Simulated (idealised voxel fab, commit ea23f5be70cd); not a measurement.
This is a process module. Its name is voxel trench capacitor.
We display cut, a cross-section 285 nm in width whose square cells are each 5 nm.
Bands, listed from the top down, are how a cross-section gets written in this document; the cross-section itself is a grid of square cells, and a band is one or more rows of them.
Band: top and bottom heights (nm) first, top before bottom; then materials from left to right, widths in nm. "throughout" marks a sole material filling the band edge to edge. "air" denotes empty space.
For the purposes of this specification, 0 denotes the height below which the wafer in its as-received condition is composed wholly of one material, and the lowermost band, lacking a lower limit, extends downward without end, as expressed in "z 0 and below".
Read "30 to 40" as a graded width: first number on top, second number at the bottom, same change between each pair of neighbouring rows.
"nothing changed" after a step means that no cell of the cross-section changed.
"Enclosed void inventory": sealed empty spaces, 8 cells or more, no open way to top, listed width x height at distance, with distance from the left edge and width, height and distance in nm.
It should be noted that, on the line of a given step, the content following the step's settings is a remark produced by the simulator itself with respect to that step.
"overlay nm" denotes, for a step that has a mask, the displacement of the mask to the right of its planned place, with negative values corresponding to the left.

### Set out below are the planned steps of the process
- 1: RECEIVE: material Si
- 2: CONFORMAL_DEP: material SiN, thk nm 10
- 3: MASKED_ETCH: tone open, mask id TRENCH, width nm 15, pitch nm 35, etch materials SiN, depth nm 10, overlay nm 0
- 4: MASKED_ETCH: tone open, mask id TRENCH, width nm 15, pitch nm 35, etch materials Si, depth nm 25, overlay nm 0
- 5: CONFORMAL_DEP: material Al2O3, thk nm 5
- 6: FILL_DEP: material polySi, thk nm 10
- 7: CMP: height nm 10

### Wafer at receipt (post step 1), cross-section
  z 0 and below: Si throughout
  Enclosed void inventory: none

### Sectioned view, first of two wafers, at the close of the module, processed as intended in the plan
  z 10 to 0: SiN 115 nm, Al2O3 5 nm, polySi 5 nm, Al2O3 5 nm, SiN 20 nm, Al2O3 5 nm, polySi 5 nm, Al2O3 5 nm, SiN 120 nm
  z 0 to -20: Si 115 nm, Al2O3 5 nm, polySi 5 nm, Al2O3 5 nm, Si 20 nm, Al2O3 5 nm, polySi 5 nm, Al2O3 5 nm, Si 120 nm
  z -20 to -25: Si 115 nm, Al2O3 15 nm, Si 20 nm, Al2O3 15 nm, Si 120 nm
  z -25 and below: Si throughout
  Enclosed void inventory: none

### Second wafer cross-section at end of module - shared start and plan with the first, one mistake in the run
  z 10 to 0: SiN 115 nm, Al2O3 5 nm, polySi 5 nm, Al2O3 5 nm, SiN 20 nm, Al2O3 5 nm, polySi 5 nm, Al2O3 5 nm, SiN 120 nm
  z 0 to -45: Si 115 nm, Al2O3 5 nm, polySi 5 nm, Al2O3 5 nm, Si 20 nm, Al2O3 5 nm, polySi 5 nm, Al2O3 5 nm, Si 120 nm
  z -45 to -50: Si 115 nm, Al2O3 15 nm, Si 20 nm, Al2O3 15 nm, Si 120 nm
  z -50 and below: Si throughout
  Enclosed void inventory: none
What was done differently from what was planned? twice, step 4 of the plan was run
Final comparison by cell count, materials where the second wafer has more or fewer than the first: 20 more of Al2O3, 30 fewer of Si, 10 more of polySi
